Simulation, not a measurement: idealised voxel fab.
Process module name: voxel wiring stack
Cross-section cut spans 195 nm and uses square cells 5 nm in size.
Each cross-section below is a grid of square cells, stated as bands in top-down order, with one or more rows of cells making up each band.
Per band: top height and bottom height in nm, followed by the left-to-right materials and their widths in nm; "everywhere" marks a single material spanning edge to edge, "air" marks empty space.
Heights are measured from 0, the level below which the as-received wafer is all one material; the lowest band has no bottom and continues downward, written as in "z 0 and below".
Width spec "30->40" -> top row of cells at first value, bottom row at second value, equal per-row change in between.
"nothing was modified" means the step left every cell of the cross-section as it was.
Basically, "Trapped void list" tells you about the enclosed voids: empty spaces with no open way to the top, 8 cells or bigger, each written width x height at distance, where distance is from the left edge, all in nm.
It should be noted that, on the line of a given step, the content following the step's settings is a remark produced by the simulator itself with respect to that step.
overlay nm: on a step with a mask, how far right of its planned place the mask lay; negative means left.
Quick note on how to read the rest: it's all pairs. You get the cross-section before a process step and the one after, but the after one only goes down as far as the lowest band that changed. The step in between, with its settings, sits under the pair. Heads up, the pairs can come from different runs of this module on the same starting wafer, so don't assume a pair picks up from the one above unless its "Before-step section" entry says it does.
[Before-step section]
> z 0 and below | Si everywhere
> Trapped void list: none
[State After Step]
> z 15 to 0 | SiO2 everywhere
> At heights below 0, the structure remains unaltered.
> Trapped void list: none
Step taken after the before cross-section and before the after cross-section above: CONFORMAL_DEP | material SiO2 | thk nm 15
Before-step section: The pre-step condition corresponds to the post-step cross-section depicted in the pair directly above.
[State After Step]
> z 20 to 15 | TiN everywhere
> At heights below 15, the structure remains unaltered.
> Trapped void list: none
Step taken after the before cross-section and before the after cross-section above: DIRECTIONAL_DEP | material TiN | thk nm 5
Before-step section: The pre-step condition corresponds to the post-step cross-section depicted in the pair directly above.
[State After Step]
> z 35 to 20 | W everywhere
> At heights below 20, the structure remains unaltered.
> Trapped void list: none
Step taken after the before cross-section and before the after cross-section above: DIRECTIONAL_DEP | material W | thk nm 15
Before-step section: The pre-step condition corresponds to the post-step cross-section depicted in the pair directly above.
[State After Step]
> z 35 to 20 | air 30  W 30  air 20  W 30  air 20  W 30  air 35
> At heights below 20, the structure remains unaltered.
> Trapped void list: none
Step taken after the before cross-section and before the after cross-section above: MASKED_ETCH | tone cover | mask id METAL_1 | width nm 30 | pitch nm 50 | etch materials W | depth nm 15 | overlay nm 0
Before-step section: The pre-step condition corresponds to the post-step cross-section depicted in the pair directly above.
[State After Step]
> z 35 to 20 | air 30  W 30  air 20  W 30  air 20  W 30  air 35
> z 20 to 15 | air 30  TiN 30  air 20  TiN 30  air 20  TiN 30  air 35
> At heights below 15, the structure remains unaltered.
> Trapped void list: none
Step taken after the before cross-section and before the after cross-section above: MASKED_ETCH | tone cover | mask id METAL_1 | width nm 30 | pitch nm 50 | etch materials TiN | depth nm 5 | overlay nm 0
Before-step section: The pre-step condition corresponds to the post-step cross-section depicted in the pair directly above.
[State After Step]
> z 40 to 35 | air 25  SiN 40  air 10  SiN 40  air 10  SiN 40  air 30
> z 35 to 20 | air 25  SiN 5  W 30  SiN 5  air 10  SiN 5  W 30  SiN 5  air 10  SiN 5  W 30  SiN 5  air 30
> z 20 to 15 | SiN 30  TiN 30  SiN 20  TiN 30  SiN 20  TiN 30  SiN 35
> At heights below 15, the structure remains unaltered.
> Trapped void list: none
Step taken after the before cross-section and before the after cross-section above: CONFORMAL_DEP | material SiN | thk nm 5
Before-step section: The pre-step condition corresponds to the post-step cross-section depicted in the pair directly above.
[State After Step]
> z 45 to 40 | SiO2 everywhere
> z 40 to 35 | SiO2 25  SiN 40  SiO2 10  SiN 40  SiO2 10  SiN 40  SiO2 30
> z 35 to 20 | SiO2 25  SiN 5  W 30  SiN 5  SiO2 10  SiN 5  W 30  SiN 5  SiO2 10  SiN 5  W 30  SiN 5  SiO2 30
> At heights below 20, the structure remains unaltered.
> Trapped void list: none
Step taken after the before cross-section and before the after cross-section above: FILL_DEP | material SiO2 | thk nm 5
Before-step section: The pre-step condition corresponds to the post-step cross-section depicted in the pair directly above.
[State After Step]
> z 35 to 20 | SiO2 25  SiN 5  W 30  SiN 5  SiO2 10  SiN 5  W 30  SiN 5  SiO2 10  SiN 5  W 30  SiN 5  SiO2 30
> At heights below 20, the structure remains unaltered.
> Trapped void list: none
Step taken after the before cross-section and before the after cross-section above: CMP | height nm 35
Before-step section: The pre-step condition corresponds to the post-step cross-section depicted in the pair directly above.
[State After Step]
> z 40 to 35 | SiCN everywhere
> At heights below 35, the structure remains unaltered.
> Trapped void list: none
Step taken after the before cross-section and before the after cross-section above: CONFORMAL_DEP | material SiCN | thk nm 5
Before-step section: The pre-step condition corresponds to the post-step cross-section depicted in the pair directly above.
[State After Step]
> z 50 to 40 | SiO2 everywhere
> At heights below 40, the structure remains unaltered.
> Trapped void list: none
Step taken after the before cross-section and before the after cross-section above: DIRECTIONAL_DEP | material SiO2 | thk nm 10
Before-step section: The pre-step condition corresponds to the post-step cross-section depicted in the pair directly above.
[State After Step]
> z 50 to 40 | SiO2 30  air 15  SiO2 35  air 15  SiO2 35  air 15  SiO2 50
> At heights below 40, the structure remains unaltered.
> Trapped void list: none
Step taken after the before cross-section and before the after cross-section above: MASKED_ETCH | tone open | mask id PLUG_1 | width nm 15 | pitch nm 50 | etch materials SiO2 | depth nm 10 | overlay nm 0
Before-step section: The pre-step condition corresponds to the post-step cross-section depicted in the pair directly above.
[State After Step]
> z 50 to 40 | SiO2 30  air 15  SiO2 35  air 15  SiO2 35  air 15  SiO2 50
> z 40 to 35 | SiCN 30  air 15  SiCN 35  air 15  SiCN 35  air 15  SiCN 50
> At heights below 35, the structure remains unaltered.
> Trapped void list: none
Step taken after the before cross-section and before the after cross-section above: MASKED_ETCH | tone open | mask id PLUG_1 | width nm 15 | pitch nm 50 | etch materials SiCN | depth nm 5 | overlay nm 0
Before-step section: The pre-step condition corresponds to the post-step cross-section depicted in the pair directly above.
[State After Step]
> z 50 to 45 | SiO2 30  air 15  SiO2 35  air 15  SiO2 35  air 15  SiO2 50
> z 45 to 40 | SiO2 30  Ru 15  SiO2 35  Ru 15  SiO2 35  Ru 15  SiO2 50
> z 40 to 35 | SiCN 30  Ru 15  SiCN 35  Ru 15  SiCN 35  Ru 15  SiCN 50
> At heights below 35, the structure remains unaltered.
> Trapped void list: none
Step taken after the before cross-section and before the after cross-section above: EPI | material Ru | thk nm 10
Before-step section: The pre-step condition corresponds to the post-step cross-section depicted in the pair directly above.
[State After Step]
> z 50 to 40 | SiO2 30  Ru 15  SiO2 35  Ru 15  SiO2 35  Ru 15  SiO2 50
> At heights below 40, the structure remains unaltered.
> Trapped void list: none
Step taken after the before cross-section and before the after cross-section above: EPI | material Ru | thk nm 5
Before-step section: The pre-step condition corresponds to the post-step cross-section depicted in the pair directly above.
[State After Step]
> z 55 to 50 | SiN everywhere
> At heights below 50, the structure remains unaltered.
> Trapped void list: none
Step taken after the before cross-section and before the after cross-section above: CONFORMAL_DEP | material SiN | thk nm 5
Before-step section: The pre-step condition corresponds to the post-step cross-section depicted in the pair directly above.
[State After Step]
> z 75 to 55 | lowk everywhere
> At heights below 55, the structure remains unaltered.
> Trapped void list: none
Step taken after the before cross-section and before the after cross-section above: DIRECTIONAL_DEP | material lowk | thk nm 20
Before-step section: The pre-step condition corresponds to the post-step cross-section depicted in the pair directly above.
[State After Step]
> z 90 to 75 | aC everywhere
> At heights below 75, the structure remains unaltered.
> Trapped void list: none
Step taken after the before cross-section and before the after cross-section above: DIRECTIONAL_DEP | material aC | thk nm 15
Before-step section: The pre-step condition corresponds to the post-step cross-section depicted in the pair directly above.
[State After Step]
> z 125 to 90 | resist 30  air 30  resist 20  air 30  resist 20  air 30  resist 35
> At heights below 90, the structure remains unaltered.
> Trapped void list: none
Step taken after the before cross-section and before the after cross-section above: PATTERN | tone open | mask id METAL_2 | material resist | width nm 30 | pitch nm 50 | thk nm 35 | overlay nm 0
Before-step section: The pre-step condition corresponds to the post-step cross-section depicted in the pair directly above.
[State After Step]
> z 110 to 90 | resist 30  air 30  resist 20  air 30  resist 20  air 30  resist 35
> z 90 to 75 | aC 30  air 30  aC 20  air 30  aC 20  air 30  aC 35
> At heights below 75, the structure remains unaltered.
> Trapped void list: none
Step taken after the before cross-section and before the after cross-section above: DIRECTIONAL_ETCH | etch materials aC | depth nm 15
Before-step section: The pre-step condition corresponds to the post-step cross-section depicted in the pair directly above.
[State After Step]
> z 90 to 75 | aC 30  air 30  aC 20  air 30  aC 20  air 30  aC 35
> At heights below 75, the structure remains unaltered.
> Trapped void list: none
Step taken after the before cross-section and before the after cross-section above: STRIP | etch materials resist
Before-step section: The pre-step condition corresponds to the post-step cross-section depicted in the pair directly above.
[State After Step]
> z 90 to 75 | aC 30  air 30  aC 20  air 30  aC 20  air 30  aC 35
> z 75 to 55 | lowk 30  air 30  lowk 20  air 30  lowk 20  air 30  lowk 35
> At heights below 55, the structure remains unaltered.
> Trapped void list: none
Step taken after the before cross-section and before the after cross-section above: DIRECTIONAL_ETCH | etch materials lowk | depth nm 20
Before-step section: The pre-step condition corresponds to the post-step cross-section depicted in the pair directly above.
[State After Step]
> z 90 to 75 | aC 30  air 30  aC 20  air 30  aC 20  air 30  aC 35
> z 75 to 55 | lowk 30  air 30  lowk 20  air 30  lowk 20  air 30  lowk 35
> z 55 to 50 | SiN 30  air 30  SiN 20  air 30  SiN 20  air 30  SiN 35
> At heights below 50, the structure remains unaltered.
> Trapped void list: none
Step taken after the before cross-section and before the after cross-section above: DIRECTIONAL_ETCH | etch materials SiN | depth nm 5
Before-step section: The pre-step condition corresponds to the post-step cross-section depicted in the pair directly above.
[State After Step]
> z 75 to 55 | lowk 30  air 30  lowk 20  air 30  lowk 20  air 30  lowk 35
> At heights below 55, the structure remains unaltered.
> Trapped void list: none
Step taken after the before cross-section and before the after cross-section above: STRIP | etch materials aC
Before-step section: The pre-step condition corresponds to the post-step cross-section depicted in the pair directly above.
[State After Step]
> z 80 to 75 | TiN 35  air 20  TiN 30  air 20  TiN 30  air 20  TiN 40
> z 75 to 55 | lowk 30  TiN 5  air 20  TiN 5  lowk 20  TiN 5  air 20  TiN 5  lowk 20  TiN 5  air 20  TiN 5  lowk 35
> z 55 to 50 | SiN 30  TiN 30  SiN 20  TiN 30  SiN 20  TiN 30  SiN 35
> At heights below 50, the structure remains unaltered.
> Trapped void list: none
Step taken after the before cross-section and before the after cross-section above: CONFORMAL_DEP | material TiN | thk nm 5
Before-step section: The pre-step condition corresponds to the post-step cross-section depicted in the pair directly above.
[State After Step]
> z 90 to 80 | Cu everywhere
> z 80 to 75 | TiN 35  Cu 20  TiN 30  Cu 20  TiN 30  Cu 20  TiN 40
> z 75 to 55 | lowk 30  TiN 5  Cu 20  TiN 5  lowk 20  TiN 5  Cu 20  TiN 5  lowk 20  TiN 5  Cu 20  TiN 5  lowk 35
> At heights below 55, the structure remains unaltered.
> Trapped void list: none
Step taken after the before cross-section and before the after cross-section above: FILL_DEP | material Cu | thk nm 10
Before-step section: The pre-step condition corresponds to the post-step cross-section depicted in the pair directly above.
[State After Step]
> z 75 to 55 | lowk 30  TiN 5  Cu 20  TiN 5  lowk 20  TiN 5  Cu 20  TiN 5  lowk 20  TiN 5  Cu 20  TiN 5  lowk 35
> At heights below 55, the structure remains unaltered.
> Trapped void list: none
Step taken after the before cross-section and before the after cross-section above: CMP | height nm 75
Before-step section: The pre-step condition corresponds to the post-step cross-section depicted in the pair directly above.
[State After Step]
> z 80 to 75 | air 25  Ru 40  air 10  Ru 40  air 10  Ru 40  air 30
> At heights below 75, the structure remains unaltered.
> Trapped void list: none
Step taken after the before cross-section and before the after cross-section above: EPI | material Ru | thk nm 5
Before-step section: The pre-step condition corresponds to the post-step cross-section depicted in the pair directly above.
[State After Step]
> z 85 to 80 | SiCN everywhere
> z 80 to 75 | SiCN 25  Ru 40  SiCN 10  Ru 40  SiCN 10  Ru 40  SiCN 30
> At heights below 75, the structure remains unaltered.
> Trapped void list: none
Step taken after the before cross-section and before the after cross-section above: FILL_DEP | material SiCN | thk nm 5
[Before-step section]
> z 15 to 0 | SiO2 everywhere
> z 0 and below | Si everywhere
> Trapped void list: none
[State After Step]
> z 30 to 0 | SiO2 everywhere
> At heights below 0, the structure remains unaltered.
> Trapped void list: none
Step taken after the before cross-section and before the after cross-section above: CONFORMAL_DEP | material SiO2 | thk nm 15
Before-step section: The pre-step condition corresponds to the post-step cross-section depicted in the pair directly above.
[State After Step]
> z 35 to 30 | TiN everywhere
> At heights below 30, the structure remains unaltered.
> Trapped void list: none
Step taken after the before cross-section and before the after cross-section above: DIRECTIONAL_DEP | material TiN | thk nm 5
Before-step section: The pre-step condition corresponds to the post-step cross-section depicted in the pair directly above.
[State After Step]
> z 50 to 35 | W everywhere
> At heights below 35, the structure remains unaltered.
> Trapped void list: none
Step taken after the before cross-section and before the after cross-section above: DIRECTIONAL_DEP | material W | thk nm 15
Before-step section: The pre-step condition corresponds to the post-step cross-section depicted in the pair directly above.
[State After Step]
> z 50 to 35 | air 30  W 30  air 20  W 30  air 20  W 30  air 35
> At heights below 35, the structure remains unaltered.
> Trapped void list: none
Step taken after the before cross-section and before the after cross-section above: MASKED_ETCH | tone cover | mask id METAL_1 | width nm 30 | pitch nm 50 | etch materials W | depth nm 15 | overlay nm 0
Before-step section: The pre-step condition corresponds to the post-step cross-section depicted in the pair directly above.
[State After Step]
> z 50 to 35 | air 30  W 30  air 20  W 30  air 20  W 30  air 35
> z 35 to 30 | air 30  TiN 30  air 20  TiN 30  air 20  TiN 30  air 35
> At heights below 30, the structure remains unaltered.
> Trapped void list: none
Step taken after the before cross-section and before the after cross-section above: MASKED_ETCH | tone cover | mask id METAL_1 | width nm 30 | pitch nm 50 | etch materials TiN | depth nm 5 | overlay nm 0
Before-step section: The pre-step condition corresponds to the post-step cross-section depicted in the pair directly above.
[State After Step]
> z 55 to 50 | air 25  SiN 40  air 10  SiN 40  air 10  SiN 40  air 30
> z 50 to 35 | air 25  SiN 5  W 30  SiN 5  air 10  SiN 5  W 30  SiN 5  air 10  SiN 5  W 30  SiN 5  air 30
> z 35 to 30 | SiN 30  TiN 30  SiN 20  TiN 30  SiN 20  TiN 30  SiN 35
> At heights below 30, the structure remains unaltered.
> Trapped void list: none
Step taken after the before cross-section and before the after cross-section above: CONFORMAL_DEP | material SiN | thk nm 5
Before-step section: The pre-step condition corresponds to the post-step cross-section depicted in the pair directly above.
[State After Step]
> z 60 to 55 | SiO2 everywhere
> z 55 to 50 | SiO2 25  SiN 40  SiO2 10  SiN 40  SiO2 10  SiN 40  SiO2 30
> z 50 to 35 | SiO2 25  SiN 5  W 30  SiN 5  SiO2 10  SiN 5  W 30  SiN 5  SiO2 10  SiN 5  W 30  SiN 5  SiO2 30
> At heights below 35, the structure remains unaltered.
> Trapped void list: none
Step taken after the before cross-section and before the after cross-section above: FILL_DEP | material SiO2 | thk nm 5
Before-step section: The pre-step condition corresponds to the post-step cross-section depicted in the pair directly above.
[State After Step]
> z 35 to 30 | SiN 30  TiN 30  SiN 20  TiN 30  SiN 20  TiN 30  SiN 35
> At heights below 30, the structure remains unaltered.
> Trapped void list: none
Step taken after the before cross-section and before the after cross-section above: CMP | height nm 35
Before-step section: The pre-step condition corresponds to the post-step cross-section depicted in the pair directly above.
[State After Step]
> z 40 to 35 | SiCN everywhere
> At heights below 35, the structure remains unaltered.
> Trapped void list: none
Step taken after the before cross-section and before the after cross-section above: CONFORMAL_DEP | material SiCN | thk nm 5
Before-step section: The pre-step condition corresponds to the post-step cross-section depicted in the pair directly above.
[State After Step]
> z 50 to 40 | SiO2 everywhere
> At heights below 40, the structure remains unaltered.
> Trapped void list: none
Step taken after the before cross-section and before the after cross-section above: DIRECTIONAL_DEP | material SiO2 | thk nm 10
Before-step section: The pre-step condition corresponds to the post-step cross-section depicted in the pair directly above.
[State After Step]
> z 50 to 40 | SiO2 30  air 15  SiO2 35  air 15  SiO2 35  air 15  SiO2 50
> At heights below 40, the structure remains unaltered.
> Trapped void list: none
Step taken after the before cross-section and before the after cross-section above: MASKED_ETCH | tone open | mask id PLUG_1 | width nm 15 | pitch nm 50 | etch materials SiO2 | depth nm 10 | overlay nm 0
Before-step section: The pre-step condition corresponds to the post-step cross-section depicted in the pair directly above.
[State After Step]
> z 50 to 40 | SiO2 30  air 15  SiO2 35  air 15  SiO2 35  air 15  SiO2 50
> z 40 to 35 | SiCN 30  air 15  SiCN 35  air 15  SiCN 35  air 15  SiCN 50
> At heights below 35, the structure remains unaltered.
> Trapped void list: none
Step taken after the before cross-section and before the after cross-section above: MASKED_ETCH | tone open | mask id PLUG_1 | width nm 15 | pitch nm 50 | etch materials SiCN | depth nm 5 | overlay nm 0
Before-step section: The pre-step condition corresponds to the post-step cross-section depicted in the pair directly above.
[State After Step]
> z 50 to 45 | SiO2 30  air 15  SiO2 35  air 15  SiO2 35  air 15  SiO2 50
> z 45 to 40 | SiO2 30  Ru 15  SiO2 35  Ru 15  SiO2 35  Ru 15  SiO2 50
> z 40 to 35 | SiCN 30  Ru 15  SiCN 35  Ru 15  SiCN 35  Ru 15  SiCN 50
> At heights below 35, the structure remains unaltered.
> Trapped void list: none
Step taken after the before cross-section and before the after cross-section above: EPI | material Ru | thk nm 10
Before-step section: The pre-step condition corresponds to the post-step cross-section depicted in the pair directly above.
[State After Step]
> z 50 to 40 | SiO2 30  Ru 15  SiO2 35  Ru 15  SiO2 35  Ru 15  SiO2 50
> At heights below 40, the structure remains unaltered.
> Trapped void list: none
Step taken after the before cross-section and before the after cross-section above: EPI | material Ru | thk nm 5
Before-step section: The pre-step condition corresponds to the post-step cross-section depicted in the pair directly above.
[State After Step]
> z 55 to 50 | SiN everywhere
> At heights below 50, the structure remains unaltered.
> Trapped void list: none
Step taken after the before cross-section and before the after cross-section above: CONFORMAL_DEP | material SiN | thk nm 5
Before-step section: The pre-step condition corresponds to the post-step cross-section depicted in the pair directly above.
[State After Step]
> z 75 to 55 | lowk everywhere
> At heights below 55, the structure remains unaltered.
> Trapped void list: none
Step taken after the before cross-section and before the after cross-section above: DIRECTIONAL_DEP | material lowk | thk nm 20
Before-step section: The pre-step condition corresponds to the post-step cross-section depicted in the pair directly above.
[State After Step]
> z 90 to 75 | aC everywhere
> At heights below 75, the structure remains unaltered.
> Trapped void list: none
Step taken after the before cross-section and before the after cross-section above: DIRECTIONAL_DEP | material aC | thk nm 15
Before-step section: The pre-step condition corresponds to the post-step cross-section depicted in the pair directly above.
[State After Step]
> z 125 to 90 | resist 30  air 30  resist 20  air 30  resist 20  air 30  resist 35
> At heights below 90, the structure remains unaltered.
> Trapped void list: none
Step taken after the before cross-section and before the after cross-section above: PATTERN | tone open | mask id METAL_2 | material resist | width nm 30 | pitch nm 50 | thk nm 35 | overlay nm 0
Before-step section: The pre-step condition corresponds to the post-step cross-section depicted in the pair directly above.
[State After Step]
> z 110 to 90 | resist 30  air 30  resist 20  air 30  resist 20  air 30  resist 35
> z 90 to 75 | aC 30  air 30  aC 20  air 30  aC 20  air 30  aC 35
> At heights below 75, the structure remains unaltered.
> Trapped void list: none
Step taken after the before cross-section and before the after cross-section above: DIRECTIONAL_ETCH | etch materials aC | depth nm 15
Before-step section: The pre-step condition corresponds to the post-step cross-section depicted in the pair directly above.
[State After Step]
> z 90 to 75 | aC 30  air 30  aC 20  air 30  aC 20  air 30  aC 35
> At heights below 75, the structure remains unaltered.
> Trapped void list: none
Step taken after the before cross-section and before the after cross-section above: STRIP | etch materials resist
Before-step section: The pre-step condition corresponds to the post-step cross-section depicted in the pair directly above.
[State After Step]
> z 90 to 75 | aC 30  air 30  aC 20  air 30  aC 20  air 30  aC 35
> z 75 to 55 | lowk 30  air 30  lowk 20  air 30  lowk 20  air 30  lowk 35
> At heights below 55, the structure remains unaltered.
> Trapped void list: none
Step taken after the before cross-section and before the after cross-section above: DIRECTIONAL_ETCH | etch materials lowk | depth nm 20
Before-step section: The pre-step condition corresponds to the post-step cross-section depicted in the pair directly above.
[State After Step]
> z 90 to 75 | aC 30  air 30  aC 20  air 30  aC 20  air 30  aC 35
> z 75 to 55 | lowk 30  air 30  lowk 20  air 30  lowk 20  air 30  lowk 35
> z 55 to 50 | SiN 30  air 30  SiN 20  air 30  SiN 20  air 30  SiN 35
> At heights below 50, the structure remains unaltered.
> Trapped void list: none
Step taken after the before cross-section and before the after cross-section above: DIRECTIONAL_ETCH | etch materials SiN | depth nm 5
Before-step section: The pre-step condition corresponds to the post-step cross-section depicted in the pair directly above.
[State After Step]
> z 75 to 55 | lowk 30  air 30  lowk 20  air 30  lowk 20  air 30  lowk 35
> At heights below 55, the structure remains unaltered.
> Trapped void list: none
Step taken after the before cross-section and before the after cross-section above: STRIP | etch materials aC
Before-step section: The pre-step condition corresponds to the post-step cross-section depicted in the pair directly above.
[State After Step]
> z 80 to 75 | TiN 35  air 20  TiN 30  air 20  TiN 30  air 20  TiN 40
> z 75 to 55 | lowk 30  TiN 5  air 20  TiN 5  lowk 20  TiN 5  air 20  TiN 5  lowk 20  TiN 5  air 20  TiN 5  lowk 35
> z 55 to 50 | SiN 30  TiN 30  SiN 20  TiN 30  SiN 20  TiN 30  SiN 35
> At heights below 50, the structure remains unaltered.
> Trapped void list: none
Step taken after the before cross-section and before the after cross-section above: CONFORMAL_DEP | material TiN | thk nm 5
Before-step section: The pre-step condition corresponds to the post-step cross-section depicted in the pair directly above.
[State After Step]
> z 90 to 80 | Cu everywhere
> z 80 to 75 | TiN 35  Cu 20  TiN 30  Cu 20  TiN 30  Cu 20  TiN 40
> z 75 to 55 | lowk 30  TiN 5  Cu 20  TiN 5  lowk 20  TiN 5  Cu 20  TiN 5  lowk 20  TiN 5  Cu 20  TiN 5  lowk 35
> At heights below 55, the structure remains unaltered.
> Trapped void list: none
Step taken after the before cross-section and before the after cross-section above: FILL_DEP | material Cu | thk nm 10
Before-step section: The pre-step condition corresponds to the post-step cross-section depicted in the pair directly above.
[State After Step]
> z 75 to 55 | lowk 30  TiN 5  Cu 20  TiN 5  lowk 20  TiN 5  Cu 20  TiN 5  lowk 20  TiN 5  Cu 20  TiN 5  lowk 35
> At heights below 55, the structure remains unaltered.
> Trapped void list: none
Step taken after the before cross-section and before the after cross-section above: CMP | height nm 75
Before-step section: The pre-step condition corresponds to the post-step cross-section depicted in the pair directly above.
[State After Step]
> z 80 to 75 | air 25  Ru 40  air 10  Ru 40  air 10  Ru 40  air 30
> At heights below 75, the structure remains unaltered.
> Trapped void list: none
Step taken after the before cross-section and before the after cross-section above: EPI | material Ru | thk nm 5
Before-step section: The pre-step condition corresponds to the post-step cross-section depicted in the pair directly above.
[State After Step]
> z 85 to 80 | SiCN everywhere
> z 80 to 75 | SiCN 25  Ru 40  SiCN 10  Ru 40  SiCN 10  Ru 40  SiCN 30
> At heights below 75, the structure remains unaltered.
> Trapped void list: none
Step taken after the before cross-section and before the after cross-section above: FILL_DEP | material SiCN | thk nm 5
[Before-step section]
> z 0 and below | Si everywhere
> Trapped void list: none
[State After Step]
> z 5 to 0 | TiN everywhere
> At heights below 0, the structure remains unaltered.
> Trapped void list: none
Step taken after the before cross-section and before the after cross-section above: DIRECTIONAL_DEP | material TiN | thk nm 5
Before-step section: The pre-step condition corresponds to the post-step cross-section depicted in the pair directly above.
[State After Step]
> z 20 to 5 | SiO2 everywhere
> At heights below 5, the structure remains unaltered.
> Trapped void list: none
Step taken after the before cross-section and before the after cross-section above: CONFORMAL_DEP | material SiO2 | thk nm 15
Before-step section: The pre-step condition corresponds to the post-step cross-section depicted in the pair directly above.
[State After Step]
> z 35 to 20 | W everywhere
> At heights below 20, the structure remains unaltered.
> Trapped void list: none
Step taken after the before cross-section and before the after cross-section above: DIRECTIONAL_DEP | material W | thk nm 15
Before-step section: The pre-step condition corresponds to the post-step cross-section depicted in the pair directly above.
[State After Step]
> z 35 to 20 | air 30  W 30  air 20  W 30  air 20  W 30  air 35
> At heights below 20, the structure remains unaltered.
> Trapped void list: none
Step taken after the before cross-section and before the after cross-section above: MASKED_ETCH | tone cover | mask id METAL_1 | width nm 30 | pitch nm 50 | etch materials W | depth nm 15 | overlay nm 0
Before-step section: The pre-step condition corresponds to the post-step cross-section depicted in the pair directly above.
[State After Step]
> z 40 to 35 | air 25  SiN 40  air 10  SiN 40  air 10  SiN 40  air 30
> z 35 to 25 | air 25  SiN 5  W 30  SiN 5  air 10  SiN 5  W 30  SiN 5  air 10  SiN 5  W 30  SiN 5  air 30
> z 25 to 20 | SiN 30  W 30  SiN 20  W 30  SiN 20  W 30  SiN 35
> At heights below 20, the structure remains unaltered.
> Trapped void list: none
Step taken after the before cross-section and before the after cross-section above: CONFORMAL_DEP | material SiN | thk nm 5
Before-step section: The pre-step condition corresponds to the post-step cross-section depicted in the pair directly above.
[State After Step]
> z 45 to 40 | SiO2 everywhere
> z 40 to 35 | SiO2 25  SiN 40  SiO2 10  SiN 40  SiO2 10  SiN 40  SiO2 30
> z 35 to 25 | SiO2 25  SiN 5  W 30  SiN 5  SiO2 10  SiN 5  W 30  SiN 5  SiO2 10  SiN 5  W 30  SiN 5  SiO2 30
> At heights below 25, the structure remains unaltered.
> Trapped void list: none
Step taken after the before cross-section and before the after cross-section above: FILL_DEP | material SiO2 | thk nm 5
Before-step section: The pre-step condition corresponds to the post-step cross-section depicted in the pair directly above.
[State After Step]
> z 35 to 25 | SiO2 25  SiN 5  W 30  SiN 5  SiO2 10  SiN 5  W 30  SiN 5  SiO2 10  SiN 5  W 30  SiN 5  SiO2 30
> At heights below 25, the structure remains unaltered.
> Trapped void list: none
Step taken after the before cross-section and before the after cross-section above: CMP | height nm 35
Before-step section: The pre-step condition corresponds to the post-step cross-section depicted in the pair directly above.
[State After Step]
> z 40 to 35 | SiCN everywhere
> At heights below 35, the structure remains unaltered.
> Trapped void list: none
Step taken after the before cross-section and before the after cross-section above: CONFORMAL_DEP | material SiCN | thk nm 5
Before-step section: The pre-step condition corresponds to the post-step cross-section depicted in the pair directly above.
[State After Step]
> z 50 to 40 | SiO2 everywhere
> At heights below 40, the structure remains unaltered.
> Trapped void list: none
Step taken after the before cross-section and before the after cross-section above: DIRECTIONAL_DEP | material SiO2 | thk nm 10
Before-step section: The pre-step condition corresponds to the post-step cross-section depicted in the pair directly above.
[State After Step]
> z 50 to 40 | SiO2 30  air 15  SiO2 35  air 15  SiO2 35  air 15  SiO2 50
> At heights below 40, the structure remains unaltered.
> Trapped void list: none
Step taken after the before cross-section and before the after cross-section above: MASKED_ETCH | tone open | mask id PLUG_1 | width nm 15 | pitch nm 50 | etch materials SiO2 | depth nm 10 | overlay nm 0
Before-step section: The pre-step condition corresponds to the post-step cross-section depicted in the pair directly above.
[State After Step]
> z 50 to 40 | SiO2 30  air 15  SiO2 35  air 15  SiO2 35  air 15  SiO2 50
> z 40 to 35 | SiCN 30  air 15  SiCN 35  air 15  SiCN 35  air 15  SiCN 50
> At heights below 35, the structure remains unaltered.
> Trapped void list: none
Step taken after the before cross-section and before the after cross-section above: MASKED_ETCH | tone open | mask id PLUG_1 | width nm 15 | pitch nm 50 | etch materials SiCN | depth nm 5 | overlay nm 0
Before-step section: The pre-step condition corresponds to the post-step cross-section depicted in the pair directly above.
[State After Step]
> z 50 to 45 | SiO2 30  air 15  SiO2 35  air 15  SiO2 35  air 15  SiO2 50
> z 45 to 40 | SiO2 30  Ru 15  SiO2 35  Ru 15  SiO2 35  Ru 15  SiO2 50
> z 40 to 35 | SiCN 30  Ru 15  SiCN 35  Ru 15  SiCN 35  Ru 15  SiCN 50
> At heights below 35, the structure remains unaltered.
> Trapped void list: none
Step taken after the before cross-section and before the after cross-section above: EPI | material Ru | thk nm 10
Before-step section: The pre-step condition corresponds to the post-step cross-section depicted in the pair directly above.
[State After Step]
> z 50 to 40 | SiO2 30  Ru 15  SiO2 35  Ru 15  SiO2 35  Ru 15  SiO2 50
> At heights below 40, the structure remains unaltered.
> Trapped void list: none
Step taken after the before cross-section and before the after cross-section above: EPI | material Ru | thk nm 5
Before-step section: The pre-step condition corresponds to the post-step cross-section depicted in the pair directly above.
[State After Step]
> z 55 to 50 | SiN everywhere
> At heights below 50, the structure remains unaltered.
> Trapped void list: none
Step taken after the before cross-section and before the after cross-section above: CONFORMAL_DEP | material SiN | thk nm 5
Before-step section: The pre-step condition corresponds to the post-step cross-section depicted in the pair directly above.
[State After Step]
> z 75 to 55 | lowk everywhere
> At heights below 55, the structure remains unaltered.
> Trapped void list: none
Step taken after the before cross-section and before the after cross-section above: DIRECTIONAL_DEP | material lowk | thk nm 20
Before-step section: The pre-step condition corresponds to the post-step cross-section depicted in the pair directly above.
[State After Step]
> z 90 to 75 | aC everywhere
> At heights below 75, the structure remains unaltered.
> Trapped void list: none
Step taken after the before cross-section and before the after cross-section above: DIRECTIONAL_DEP | material aC | thk nm 15
Before-step section: The pre-step condition corresponds to the post-step cross-section depicted in the pair directly above.
[State After Step]
> z 125 to 90 | resist 30  air 30  resist 20  air 30  resist 20  air 30  resist 35
> At heights below 90, the structure remains unaltered.
> Trapped void list: none
Step taken after the before cross-section and before the after cross-section above: PATTERN | tone open | mask id METAL_2 | material resist | width nm 30 | pitch nm 50 | thk nm 35 | overlay nm 0
Before-step section: The pre-step condition corresponds to the post-step cross-section depicted in the pair directly above.
[State After Step]
> z 110 to 90 | resist 30  air 30  resist 20  air 30  resist 20  air 30  resist 35
> z 90 to 75 | aC 30  air 30  aC 20  air 30  aC 20  air 30  aC 35
> At heights below 75, the structure remains unaltered.
> Trapped void list: none
Step taken after the before cross-section and before the after cross-section above: DIRECTIONAL_ETCH | etch materials aC | depth nm 15
Before-step section: The pre-step condition corresponds to the post-step cross-section depicted in the pair directly above.
[State After Step]
> z 90 to 75 | aC 30  air 30  aC 20  air 30  aC 20  air 30  aC 35
> At heights below 75, the structure remains unaltered.
> Trapped void list: none
Step taken after the before cross-section and before the after cross-section above: STRIP | etch materials resist
Before-step section: The pre-step condition corresponds to the post-step cross-section depicted in the pair directly above.
[State After Step]
> z 90 to 75 | aC 30  air 30  aC 20  air 30  aC 20  air 30  aC 35
> z 75 to 55 | lowk 30  air 30  lowk 20  air 30  lowk 20  air 30  lowk 35
> At heights below 55, the structure remains unaltered.
> Trapped void list: none
Step taken after the before cross-section and before the after cross-section above: DIRECTIONAL_ETCH | etch materials lowk | depth nm 20
